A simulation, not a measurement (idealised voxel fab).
process module | voxel transistor to metal
In the cross-section labelled cut, the width is 170 nm and each square cell is 5 nm.
Each cross-section below is a grid of square cells, stated as bands in top-down order, with one or more rows of cells making up each band.
In this notation a band is specified by the heights of its top and bottom, in that order and in nm, after which its materials appear from left to right, each paired with its width in nm. The word "everywhere" attached to a single material means that material fills the band from edge to edge; the word "blank" stands for empty space.
The level at which height equals 0 is the one under which the wafer, as it arrives, is entirely one material. No lower edge exists for the bottom band, which continues downward and is notated as in "0 and below".
It should be noted that a width expressed as "30 to 40" varies in equal increments from row to row of cells within the band, taking the value of the first number at the top row and that of the second number at the bottom row.
The designation "nothing got changed", where it is given for a processing step, indicates that no cell of the cross-section was altered in the course of that step.
Closed empty spaces (no open way to the top) of 8 cells or more are what "Enclosed cavities" lists, each as width x height at distance from the left edge, nm for all three.
On each step's line, the part that comes after the settings is the simulator's own comment on the step.
Among the settings permitted on a step's line is "overlay nm"; applied to a step with a mask, it specifies the extent to which the mask lay to the right of its planned position, whereas a negative figure signifies a position to the left.

Process steps (planned):
1) RECEIVE (material Si)
2) CONFORMAL_DEP (material SiO2; thk nm 5)
3) CONFORMAL_DEP (material SiN; thk nm 15)
4) DIRECTIONAL_DEP (material aC; thk nm 10)
5) PATTERN (tone cover; mask id ACTIVE; material resist; width nm 130; thk nm 30; overlay nm 0)
6) DIRECTIONAL_ETCH (etch materials aC; depth nm 10)
7) STRIP (etch materials resist)
8) DIRECTIONAL_ETCH (etch materials SiN; depth nm 15)
9) DIRECTIONAL_ETCH (etch materials SiO2; depth nm 5)
10) DIRECTIONAL_ETCH (etch materials Si; depth nm 30)
11) STRIP (etch materials aC)
12) OXIDIZE (depth nm 5)
13) FILL_DEP (material SiO2; thk nm 5)
14) CMP (height nm 20)
15) SELECTIVE_ETCH (etch materials SiO2; depth nm 5)
16) STRIP (etch materials SiN)
17) SELECTIVE_ETCH (etch materials SiO2; depth nm 5)
18) OXIDIZE (depth nm 5)
19) DIRECTIONAL_DEP (material polySi; thk nm 30)
20) DIRECTIONAL_DEP (material SiCN; thk nm 10)
21) MASKED_ETCH (tone cover; mask id GATE; width nm 30; etch materials SiCN; depth nm 20; overlay nm 0)
22) MASKED_ETCH (tone cover; mask id GATE; width nm 30; etch materials polySi; depth nm 40; overlay nm 0)
23) CONFORMAL_DEP (material SiO2; thk nm 5)
24) DIRECTIONAL_ETCH (etch materials SiO2; depth nm 5)
25) CONFORMAL_DEP (material SiN; thk nm 10)
26) DIRECTIONAL_ETCH (etch materials SiN; depth nm 10)
27) DIRECTIONAL_ETCH (etch materials SiO2; depth nm 5)
28) EPI (material pSi; thk nm 5)
29) FILL_DEP (material SiO2; thk nm 10)
30) CMP (height nm 30)
31) STRIP (etch materials polySi)
32) SELECTIVE_ETCH (etch materials SiO2; depth nm 5)
33) CONFORMAL_DEP (material HfO2; thk nm 5)
34) CONFORMAL_DEP (material TiN; thk nm 5)
35) FILL_DEP (material W; thk nm 10)
36) CMP (height nm 25)
37) DIRECTIONAL_DEP (material SiO2; thk nm 15)
38) MASKED_ETCH (tone open; mask id CONTACT; width nm 20; pitch nm 90; etch materials SiO2; depth nm 40; overlay nm 0)
39) CONFORMAL_DEP (material TiN; thk nm 5)
40) FILL_DEP (material Ru; thk nm 5)
41) CMP (height nm 40)
42) CONFORMAL_DEP (material SiN; thk nm 5)
43) DIRECTIONAL_DEP (material lowk; thk nm 15)
44) PATTERN (tone open; mask id METAL_1; material resist; width nm 20; pitch nm 90; thk nm 20; overlay nm 0)
45) DIRECTIONAL_ETCH (etch materials lowk; depth nm 15)
46) DIRECTIONAL_ETCH (etch materials SiN; depth nm 5)
47) STRIP (etch materials resist)
48) CONFORMAL_DEP (material TiN; thk nm 5)
49) FILL_DEP (material Cu; thk nm 5)
50) CMP (height nm 60)
51) CONFORMAL_DEP (material SiCN; thk nm 5)
52) DIRECTIONAL_DEP (material SiO2; thk nm 30)
53) PATTERN (tone open; mask id METAL_2; material resist; width nm 20; pitch nm 90; thk nm 20; overlay nm 0)
54) DIRECTIONAL_ETCH (etch materials SiO2; depth nm 20)
55) STRIP (etch materials resist)
56) DIRECTIONAL_DEP (material aC; thk nm 10)
57) PATTERN (tone open; mask id METAL_2_HOLES; material resist; width nm 15; pitch nm 90; thk nm 30; overlay nm 0)
58) DIRECTIONAL_ETCH (etch materials aC; depth nm 10)
59) STRIP (etch materials resist)
60) DIRECTIONAL_ETCH (etch materials SiO2; depth nm 10)
61) DIRECTIONAL_ETCH (etch materials SiCN; depth nm 5)
62) STRIP (etch materials aC)
63) CONFORMAL_DEP (material TiN; thk nm 5)
64) FILL_DEP (material Cu; thk nm 10)
65) CMP (height nm 95)
66) CONFORMAL_DEP (material SiCN; thk nm 5)

Delivered wafer in cross-section: state after step 1:
	0 and below = Si everywhere
	Enclosed cavities: none

Cross-sectional view of the first of the two wafers upon completion of the module, processed in accordance with the plan:
	100 down to 95 = SiCN everywhere
	95 down to 80 = SiO2 30, then TiN 5, then Cu 10, then TiN 5, then SiO2 70, then TiN 5, then Cu 10, then TiN 5, then SiO2 30
	80 down to 75 = SiO2 30, then TiN 5, then Cu 5, then TiN 10, then SiO2 70, then TiN 5, then Cu 5, then TiN 10, then SiO2 30
	75 down to 65 = SiO2 30, then TiN 5, then Cu 5, then TiN 5, then SiO2 75, then TiN 5, then Cu 5, then TiN 5, then SiO2 35
	65 down to 60 = SiCN 30, then TiN 15, then SiCN 75, then TiN 15, then SiCN 35
	60 down to 45 = lowk 30, then TiN 5, then Cu 10, then TiN 5, then lowk 70, then TiN 5, then Cu 10, then TiN 5, then lowk 30
	45 down to 40 = SiN 30, then TiN 20, then SiN 70, then TiN 20, then SiN 30
	40 down to 25 = SiO2 30, then TiN 5, then Ru 10, then TiN 5, then SiO2 70, then TiN 5, then Ru 10, then TiN 5, then SiO2 30
	25 down to 10 = SiO2 30, then TiN 5, then Ru 10, then TiN 5, then SiO2 5, then SiN 10, then HfO2 5, then TiN 5, then W 20, then TiN 5, then HfO2 5, then SiN 10, then SiO2 5, then TiN 5, then Ru 10, then TiN 5, then SiO2 30
	10 down to 5 = SiO2 20, then SiN 10, then TiN 5, then Ru 10, then TiN 5, then SiO2 5, then SiN 10, then HfO2 5, then TiN 5, then W 20, then TiN 5, then HfO2 5, then SiN 10, then SiO2 5, then TiN 5, then Ru 10, then TiN 5, then SiN 10, then SiO2 20
	5 down to 0 = SiO2 20, then SiN 10, then TiN 20, then SiO2 5, then SiN 10, then HfO2 5, then TiN 30, then HfO2 5, then SiN 10, then SiO2 5, then TiN 20, then SiN 10, then SiO2 20
	0 down to -5 = SiO2 30, then pSi 25, then SiO2 10, then HfO2 40, then SiO2 10, then pSi 25, then SiO2 30
	-5 down to -35 = SiO2 25, then Si 120, then SiO2 25
	-35 and below = Si everywhere
	Enclosed cavities: none

Cross-section, wafer two of two, end of module: same start and plan as wafer one, one error in execution:
	100 down to 95 = SiCN everywhere
	95 down to 85 = SiO2 20, then TiN 5, then Cu 15 to 10, then TiN 5 to 10, then SiO2 65, then TiN 5, then Cu 15 to 10, then TiN 5 to 10, then SiO2 35
	85 down to 80 = SiO2 20, then TiN 5, then Cu 10, then TiN 5, then SiO2 70, then TiN 5, then Cu 10, then TiN 5, then SiO2 40
	80 down to 75 = SiO2 20, then TiN 20, then SiO2 70, then TiN 20, then SiO2 40
	75 down to 65 = SiO2 30, then TiN 10, then SiO2 80, then TiN 10, then SiO2 40
	65 down to 60 = SiCN 30, then TiN 10, then SiCN 80, then TiN 10, then SiCN 40
	60 down to 45 = lowk 30, then TiN 5, then Cu 10, then TiN 5, then lowk 70, then TiN 5, then Cu 10, then TiN 5, then lowk 30
	45 down to 40 = SiN 30, then TiN 20, then SiN 70, then TiN 20, then SiN 30
	40 down to 25 = SiO2 30, then TiN 5, then Ru 10, then TiN 5, then SiO2 70, then TiN 5, then Ru 10, then TiN 5, then SiO2 30
	25 down to 10 = SiO2 30, then TiN 5, then Ru 10, then TiN 5, then SiO2 5, then SiN 10, then HfO2 5, then TiN 5, then W 20, then TiN 5, then HfO2 5, then SiN 10, then SiO2 5, then TiN 5, then Ru 10, then TiN 5, then SiO2 30
	10 down to 5 = SiO2 20, then SiN 10, then TiN 5, then Ru 10, then TiN 5, then SiO2 5, then SiN 10, then HfO2 5, then TiN 5, then W 20, then TiN 5, then HfO2 5, then SiN 10, then SiO2 5, then TiN 5, then Ru 10, then TiN 5, then SiN 10, then SiO2 20
	5 down to 0 = SiO2 20, then SiN 10, then TiN 20, then SiO2 5, then SiN 10, then HfO2 5, then TiN 30, then HfO2 5, then SiN 10, then SiO2 5, then TiN 20, then SiN 10, then SiO2 20
	0 down to -5 = SiO2 30, then pSi 25, then SiO2 10, then HfO2 40, then SiO2 10, then pSi 25, then SiO2 30
	-5 down to -35 = SiO2 25, then Si 120, then SiO2 25
	-35 and below = Si everywhere
	Enclosed cavities: none
Here's what went sideways: step 53 off recipe, ran as PATTERN (tone open; mask id METAL_2; material resist; width nm 20; pitch nm 90; thk nm 20; overlay nm -10)
The final cell counts differ between the wafers, with the second having more or fewer of some materials than the first: Cu: 4 fewer, SiCN: 2 more, TiN: 2 more
